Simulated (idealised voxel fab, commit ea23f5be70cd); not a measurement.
process module | voxel spacer lines
cross-section cut | 225 nm wide | cells 5 nm
A cross-section is a grid of square cells, given in bands from the top down. A band is one or more rows of cells.
Each band's line starts with the height of the band's top and of its bottom, in nm. Then come its materials from left to right, each with its width in nm. One material with "throughout" fills the band from edge to edge. "air" is empty space.
Height 0 is the level under which the wafer as received is all one material. The lowest band goes on downwards, as in "0 down".
A width such as "30 to 40" changes by the same amount from each row of cells to the next, from the band's top row to its bottom row.
"no change" after a step means that no cell of the cross-section changed.
closed voids: empty space of 8 cells or more with no open way to the top, each as width x height at its distance from the left edge, in nm
after a step's settings: what the simulator itself notes on the step
overlay nm, on a step with a mask: how far to the right of its planned place the mask lay; to the left if negative
plan
1 op RECEIVE | material Si
2 op CONFORMAL_DEP | material Al2O3 | thk nm 5
3 op DIRECTIONAL_DEP | material SiN | thk nm 10
4 op DIRECTIONAL_DEP | material polySi | thk nm 25
5 op PATTERN | tone cover | mask id MANDREL | material resist | width nm 25 | pitch nm 80 | thk nm 30 | overlay nm 0
6 op DIRECTIONAL_ETCH | etch materials polySi | depth nm 25
7 op STRIP | etch materials resist
8 op CONFORMAL_DEP | material SiO2 | thk nm 15
9 op DIRECTIONAL_ETCH | etch materials SiO2 | depth nm 15
10 op STRIP | etch materials polySi
11 op DIRECTIONAL_ETCH | etch materials SiN | depth nm 10
12 op STRIP | etch materials SiO2
13 op FILL_DEP | material SiO2 | thk nm 5
14 op CMP | height nm 15
as received, after step 1
  0 down: Si throughout
  closed voids: none
a wafer at the end: this start, this plan, one mistake
  15 to 5: SiO2 35 | SiN 15 | SiO2 25 | SiN 15 | SiO2 25 | SiN 15 | SiO2 25 | SiN 15 | SiO2 55
  5 to 0: Al2O3 throughout
  0 down: Si throughout
  closed voids: none
what went wrong: step 5 ran as: op PATTERN | tone cover | mask id MANDREL | material resist | width nm 25 | pitch nm 80 | thk nm 30 | overlay nm -10
